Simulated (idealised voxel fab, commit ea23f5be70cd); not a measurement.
process module | voxel quadruple lines
FYI the section here is cut, 260 nm wide, cells are 5 nm squares.
Cross-section format: a grid of square cells, given as bands from top to bottom; each band is one or more rows of cells.
Look at the band entry: it leads with the top's height and the bottom's height in nm. Then it lists the materials left to right, with a width in nm for each. The word "all across" on a single material says that material fills the band edge to edge. The word "blank" is empty space.
Heights are expressed relative to 0, this being the level below which the as-received wafer comprises one material exclusively. The lowest band is unbounded in the downward direction and is denoted as in "0..down".
You'd read "30 to 40" like this: the band's top row of cells is as wide as the first number, its bottom row is as wide as the second, and going down, every row changes width by the same amount as the row before did.
"identical to before" for a step: no cell of the cross-section changed in that step.
Under "Sealed internal cavities" you'll find the enclosed gaps, the ones with no way out to the top, that are 8 cells or bigger; each reads width x height at distance, with distance counted from the left edge, everything in nm.
Whatever follows a step's settings on its line is a remark the simulator itself makes about that step.
The setting "overlay nm" may be written on the line of a step. When the step uses a mask, the value reports how far to the right of the planned place the mask lay, and a negative value reports that it lay to the left.

Planned process steps:
step 1: RECEIVE,material Si
step 2: CONFORMAL_DEP,material SiO2,thk nm 10
step 3: DIRECTIONAL_DEP,material Ru,thk nm 10
step 4: DIRECTIONAL_DEP,material polySi,thk nm 20
step 5: DIRECTIONAL_DEP,material aC,thk nm 20
step 6: PATTERN,tone cover,mask id MANDREL,material resist,width nm 35,pitch nm 100,thk nm 30,overlay nm 0
step 7: DIRECTIONAL_ETCH,etch materials aC,depth nm 20
step 8: STRIP,etch materials resist
step 9: CONFORMAL_DEP,material SiO2,thk nm 15
step 10: DIRECTIONAL_ETCH,etch materials SiO2,depth nm 15
step 11: STRIP,etch materials aC
step 12: DIRECTIONAL_ETCH,etch materials polySi,depth nm 20
step 13: STRIP,etch materials SiO2
step 14: CONFORMAL_DEP,material SiCN,thk nm 10
step 15: DIRECTIONAL_ETCH,etch materials SiCN,depth nm 10
step 16: STRIP,etch materials polySi
step 17: DIRECTIONAL_ETCH,etch materials Ru,depth nm 10
step 18: STRIP,etch materials SiCN
step 19: FILL_DEP,material lowk,thk nm 5
step 20: CMP,height nm 20

The first of the two wafers, which ran as planned:

Cross-sectional view of the wafer in its as-received condition, corresponding to the state after step 1:
  0..down = Si all across
  Sealed internal cavities: none

Cross-section through the wafer, step 2 finished:
  10..0 = SiO2 all across
  Below 0, the layers are the same as they were.

Cross-section through the wafer, step 3 finished:
  20..10 = Ru all across
  Below 10, the layers are the same as they were.

Cross-section through the wafer, step 4 finished:
  40..20 = polySi all across
  Below 20, the layers are the same as they were.

Cross-section through the wafer, step 5 finished:
  60..40 = aC all across
  Below 40, the layers are the same as they were.

Cross-section through the wafer, step 6 finished:
  90..60 = blank 60 / resist 35 / blank 65 / resist 35 / blank 65
  Below 60, the layers are the same as they were.

Cross-section through the wafer, step 7 finished:
  70..60 = blank 60 / resist 35 / blank 65 / resist 35 / blank 65
  60..40 = blank 60 / aC 35 / blank 65 / aC 35 / blank 65
  Below 40, the layers are the same as they were.

Cross-section through the wafer, step 8 finished:
  60..40 = blank 60 / aC 35 / blank 65 / aC 35 / blank 65
  Below 40, the layers are the same as they were.

Cross-section through the wafer, step 9 finished:
  75..60 = blank 45 / SiO2 65 / blank 35 / SiO2 65 / blank 50
  60..55 = blank 45 / SiO2 15 / aC 35 / SiO2 15 / blank 35 / SiO2 15 / aC 35 / SiO2 15 / blank 50
  55..40 = SiO2 60 / aC 35 / SiO2 65 / aC 35 / SiO2 65
  Below 40, the layers are the same as they were.

Cross-section through the wafer, step 10 finished:
  60..40 = blank 45 / SiO2 15 / aC 35 / SiO2 15 / blank 35 / SiO2 15 / aC 35 / SiO2 15 / blank 50
  Below 40, the layers are the same as they were.

Cross-section through the wafer, step 11 finished:
  60..40 = blank 45 / SiO2 15 / blank 35 / SiO2 15 / blank 35 / SiO2 15 / blank 35 / SiO2 15 / blank 50
  Below 40, the layers are the same as they were.

Cross-section through the wafer, step 12 finished:
  60..40 = blank 45 / SiO2 15 / blank 35 / SiO2 15 / blank 35 / SiO2 15 / blank 35 / SiO2 15 / blank 50
  40..20 = blank 45 / polySi 15 / blank 35 / polySi 15 / blank 35 / polySi 15 / blank 35 / polySi 15 / blank 50
  Below 20, the layers are the same as they were.

Cross-section through the wafer, step 13 finished:
  40..20 = blank 45 / polySi 15 / blank 35 / polySi 15 / blank 35 / polySi 15 / blank 35 / polySi 15 / blank 50
  Below 20, the layers are the same as they were.

Cross-section through the wafer, step 14 finished:
  50..40 = blank 35 / SiCN 35 / blank 15 / SiCN 35 / blank 15 / SiCN 35 / blank 15 / SiCN 35 / blank 40
  40..30 = blank 35 / SiCN 10 / polySi 15 / SiCN 10 / blank 15 / SiCN 10 / polySi 15 / SiCN 10 / blank 15 / SiCN 10 / polySi 15 / SiCN 10 / blank 15 / SiCN 10 / polySi 15 / SiCN 10 / blank 40
  30..20 = SiCN 45 / polySi 15 / SiCN 35 / polySi 15 / SiCN 35 / polySi 15 / SiCN 35 / polySi 15 / SiCN 50
  Below 20, the layers are the same as they were.

Cross-section through the wafer, step 15 finished:
  40..20 = blank 35 / SiCN 10 / polySi 15 / SiCN 10 / blank 15 / SiCN 10 / polySi 15 / SiCN 10 / blank 15 / SiCN 10 / polySi 15 / SiCN 10 / blank 15 / SiCN 10 / polySi 15 / SiCN 10 / blank 40
  Below 20, the layers are the same as they were.

Cross-section through the wafer, step 16 finished:
  40..20 = blank 35 / SiCN 10 / blank 15 / SiCN 10 / blank 15 / SiCN 10 / blank 15 / SiCN 10 / blank 15 / SiCN 10 / blank 15 / SiCN 10 / blank 15 / SiCN 10 / blank 15 / SiCN 10 / blank 40
  Below 20, the layers are the same as they were.

Cross-section through the wafer, step 17 finished:
  40..20 = blank 35 / SiCN 10 / blank 15 / SiCN 10 / blank 15 / SiCN 10 / blank 15 / SiCN 10 / blank 15 / SiCN 10 / blank 15 / SiCN 10 / blank 15 / SiCN 10 / blank 15 / SiCN 10 / blank 40
  20..10 = blank 35 / Ru 10 / blank 15 / Ru 10 / blank 15 / Ru 10 / blank 15 / Ru 10 / blank 15 / Ru 10 / blank 15 / Ru 10 / blank 15 / Ru 10 / blank 15 / Ru 10 / blank 40
  Below 10, the layers are the same as they were.

Cross-section through the wafer, step 18 finished:
  20..10 = blank 35 / Ru 10 / blank 15 / Ru 10 / blank 15 / Ru 10 / blank 15 / Ru 10 / blank 15 / Ru 10 / blank 15 / Ru 10 / blank 15 / Ru 10 / blank 15 / Ru 10 / blank 40
  Below 10, the layers are the same as they were.

Cross-section through the wafer, step 19 finished:
  25..20 = lowk all across
  20..10 = lowk 35 / Ru 10 / lowk 15 / Ru 10 / lowk 15 / Ru 10 / lowk 15 / Ru 10 / lowk 15 / Ru 10 / lowk 15 / Ru 10 / lowk 15 / Ru 10 / lowk 15 / Ru 10 / lowk 40
  Below 10, the layers are the same as they were.

Cross-section through the wafer, step 20 finished:
  20..10 = lowk 35 / Ru 10 / lowk 15 / Ru 10 / lowk 15 / Ru 10 / lowk 15 / Ru 10 / lowk 15 / Ru 10 / lowk 15 / Ru 10 / lowk 15 / Ru 10 / lowk 15 / Ru 10 / lowk 40
  Below 10, the layers are the same as they were.

Regarding the second of the two wafers: it shared the first wafer's starting condition and process plan, yet one error occurred during its execution. Its history coincides with that of the first wafer up to and including step 2:

Second wafer, cut view, end of step 3 per plan:
  30..10 = polySi all across
  Below 10, the layers are the same as they were.

Second wafer, cut view, end of step 4 per plan:
  40..30 = Ru all across
  Below 30, the layers are the same as they were.

Second wafer, cut view, end of step 5 per plan:
  60..40 = aC all across
  Below 40, the layers are the same as they were.

Second wafer, cut view, end of step 6 per plan:
  90..60 = blank 60 / resist 35 / blank 65 / resist 35 / blank 65
  Below 60, the layers are the same as they were.

Second wafer, cut view, end of step 7 per plan:
  70..60 = blank 60 / resist 35 / blank 65 / resist 35 / blank 65
  60..40 = blank 60 / aC 35 / blank 65 / aC 35 / blank 65
  Below 40, the layers are the same as they were.

Second wafer, cut view, end of step 8 per plan:
  60..40 = blank 60 / aC 35 / blank 65 / aC 35 / blank 65
  Below 40, the layers are the same as they were.

Second wafer, cut view, end of step 9 per plan:
  75..60 = blank 45 / SiO2 65 / blank 35 / SiO2 65 / blank 50
  60..55 = blank 45 / SiO2 15 / aC 35 / SiO2 15 / blank 35 / SiO2 15 / aC 35 / SiO2 15 / blank 50
  55..40 = SiO2 60 / aC 35 / SiO2 65 / aC 35 / SiO2 65
  Below 40, the layers are the same as they were.

Second wafer, cut view, end of step 10 per plan:
  60..40 = blank 45 / SiO2 15 / aC 35 / SiO2 15 / blank 35 / SiO2 15 / aC 35 / SiO2 15 / blank 50
  Below 40, the layers are the same as they were.

Second wafer, cut view, end of step 11 per plan:
  60..40 = blank 45 / SiO2 15 / blank 35 / SiO2 15 / blank 35 / SiO2 15 / blank 35 / SiO2 15 / blank 50
  Below 40, the layers are the same as they were.

Second wafer, cut view, end of step 12 per plan: identical to before

Second wafer, cut view, end of step 13 per plan:
  40..30 = Ru all across
  Below 30, the layers are the same as they were.

Second wafer, cut view, end of step 14 per plan:
  50..40 = SiCN all across
  Below 40, the layers are the same as they were.

Second wafer, cut view, end of step 15 per plan:
  40..30 = Ru all across
  Below 30, the layers are the same as they were.

Second wafer, cut view, end of step 16 per plan: identical to before

Second wafer, cut view, end of step 17 per plan:
  30..10 = polySi all across
  Below 10, the layers are the same as they were.

Second wafer, cut view, end of step 18 per plan: identical to before

Second wafer, cut view, end of step 19 per plan:
  35..30 = lowk all across
  Below 30, the layers are the same as they were.

Second wafer, cut view, end of step 20 per plan:
  20..10 = polySi all across
  Below 10, the layers are the same as they were.
what went wrong: swap of plan steps 3 and 4 during execution
Final cells, second wafer relative to first, materials higher or lower: -32 Ru | -72 lowk | +104 polySi
